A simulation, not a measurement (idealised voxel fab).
voxel lift off: a process module
Xsec cut, 260 nm wide, square cell size 5 nm.
A cross-section is written here as square cells arranged in a grid, and it is given in bands from the top down, each band taking up one or more rows of cells. Top height, bottom height, nm. Materials left to right, width each, nm. Single material + "everywhere" = fills band edge to edge. "empty" = empty. Below 0: as-received wafer, all one material; heights counted from there. Lowest band: no bottom, goes on down, written "0 -> down". A width given as "30 to 40" starts at the first number in the band's top row and ends at the second number in its bottom row, shifting by an equal amount at every step from row to row. "remained the same", as given for a step, is the statement that not any cell of the cross-section underwent a change during that step. "closed voids" lists enclosed empty spaces (at least 8 cells, no open path upward to the top), each as width x height at distance from the left edge, in nm. Where a step's line continues beyond its settings, the continuation is a remark by the simulator itself on that step. "overlay nm" denotes, for a step that has a mask, the displacement of the mask to the right of its planned place, with negative values corresponding to the left.
Process steps (planned)
1 RECEIVE: material Si
2 CONFORMAL_DEP: material SiO2, thk nm 5
3 PATTERN: tone open, mask id LINES, material resist, width nm 25, pitch nm 45, thk nm 20, overlay nm 0
4 DIRECTIONAL_DEP: material Ru, thk nm 10
5 STRIP: etch materials resist
6 CONFORMAL_DEP: material SiCN, thk nm 10
Wafer as received: cross-section following step 1
* 0 -> down  Si everywhere
* closed voids: none
Post-module cross-section of the first of two wafers (run per plan)
* 25 -> 15  60 empty  135 SiCN  65 empty
* 15 -> 5  70 SiCN  25 Ru  20 SiCN  25 Ru  20 SiCN  25 Ru  75 SiCN
* 5 -> 0  SiO2 everywhere
* 0 -> down  Si everywhere
* closed voids: none
Cross-sectional view: second of two wafers, end of module; start and plan identical to the first, one mistake in running
* 15 -> 5  SiCN everywhere
* 5 -> 0  SiO2 everywhere
* 0 -> down  Si everywhere
* closed voids: none
What went wrong in running the wafer? heads up, step 4 of the plan was skipped and never actually ran
Final tally in cells, some materials are higher or lower on the second wafer than on the first: Ru: 30 fewer | SiCN: 24 fewer
